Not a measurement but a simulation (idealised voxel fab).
voxel self aligned vias: a process module
Cross-section cut spans 175 nm and uses square cells 5 nm in size.
This document writes a cross-section as a grid whose cells are square, and gives it as bands, listed from the top down; one or more rows of cells form a band.
Read a band's entry like this: the first values are the height of its top and the height of its bottom in nm, and what follows is the sequence of materials from left to right, each with its width in nm. Note that "air" is empty space, and that a single material marked "all across" reaches across the band from edge to edge.
Convention: height 0 is the level below which the wafer, as received, is all one material. The lowest band does not terminate at the bottom but continues downward, represented as "0 and below".
Width spec "30 to 40" -> top row of cells at first value, bottom row at second value, equal per-row change in between.
"nothing different" for a step: no cell of the cross-section changed in that step.
So "Closed internal cavities" is basically the list of trapped voids: any empty space of 8 cells or more that can't reach the top through an opening. They're written width x height at distance, the distance being from the left edge, and it's all nm.
after a step's settings: what the simulator itself notes on the step
The setting "overlay nm" may be written on the line of a step. When the step uses a mask, the value reports how far to the right of the planned place the mask lay, and a negative value reports that it lay to the left.
Below is the list of planned process steps
1) RECEIVE [material Si]
2) CONFORMAL_DEP [material SiO2] [thk nm 15]
3) CONFORMAL_DEP [material SiCN] [thk nm 5]
4) DIRECTIONAL_DEP [material SiO2] [thk nm 20]
5) DIRECTIONAL_DEP [material aC] [thk nm 15]
6) PATTERN [tone open] [mask id LINES] [material resist] [width nm 30] [pitch nm 70] [thk nm 35] [overlay nm 0]
7) DIRECTIONAL_ETCH [etch materials aC] [depth nm 15]
8) STRIP [etch materials resist]
9) DIRECTIONAL_ETCH [etch materials SiO2] [depth nm 20]
10) STRIP [etch materials aC]
11) CONFORMAL_DEP [material TiN] [thk nm 5]
12) FILL_DEP [material Ru] [thk nm 10]
13) CMP [height nm 40]
14) SELECTIVE_ETCH [etch materials W Ru TiN] [depth nm 10]
15) FILL_DEP [material SiN] [thk nm 5]
16) CMP [height nm 40]
17) DIRECTIONAL_DEP [material SiO2] [thk nm 15]
18) DIRECTIONAL_DEP [material aC] [thk nm 10]
19) PATTERN [tone open] [mask id VIAS] [material resist] [width nm 50] [thk nm 30] [overlay nm 0]
20) DIRECTIONAL_ETCH [etch materials aC] [depth nm 10]
21) STRIP [etch materials resist]
22) DIRECTIONAL_ETCH [etch materials SiO2] [depth nm 15]
23) DIRECTIONAL_ETCH [etch materials SiN] [depth nm 10]
24) STRIP [etch materials aC]
25) CONFORMAL_DEP [material TiN] [thk nm 5]
26) FILL_DEP [material W] [thk nm 10]
27) CMP [height nm 55]
28) CONFORMAL_DEP [material SiN] [thk nm 5]
The cross-section here shows the wafer as received, i.e. in its state after step 1
> 0 and below | Si all across
> Closed internal cavities: none
Starting wafer: above. Plan: above. Run: one mistake. Cross-section after the module: below
> 60 down to 55 | SiN all across
> 55 down to 45 | SiO2 (25), TiN (5), W (40), TiN (5), SiO2 (100)
> 45 down to 40 | SiO2 (25), TiN (15), W (20), TiN (15), SiO2 (100)
> 40 down to 35 | SiO2 (35), TiN (5), W (20), TiN (5), SiO2 (40), SiN (30), SiO2 (40)
> 35 down to 30 | SiO2 (35), TiN (30), SiO2 (40), SiN (30), SiO2 (40)
> 30 down to 25 | SiO2 (35), TiN (5), Ru (20), TiN (5), SiO2 (40), TiN (5), Ru (20), TiN (5), SiO2 (40)
> 25 down to 20 | SiO2 (35), TiN (30), SiO2 (40), TiN (30), SiO2 (40)
> 20 down to 5 | SiO2 all across
> 5 down to 0 | SiCN all across
> 0 and below | Si all across
> Closed internal cavities: none
Here's what went sideways: swap of plan steps 2 and 3 during execution
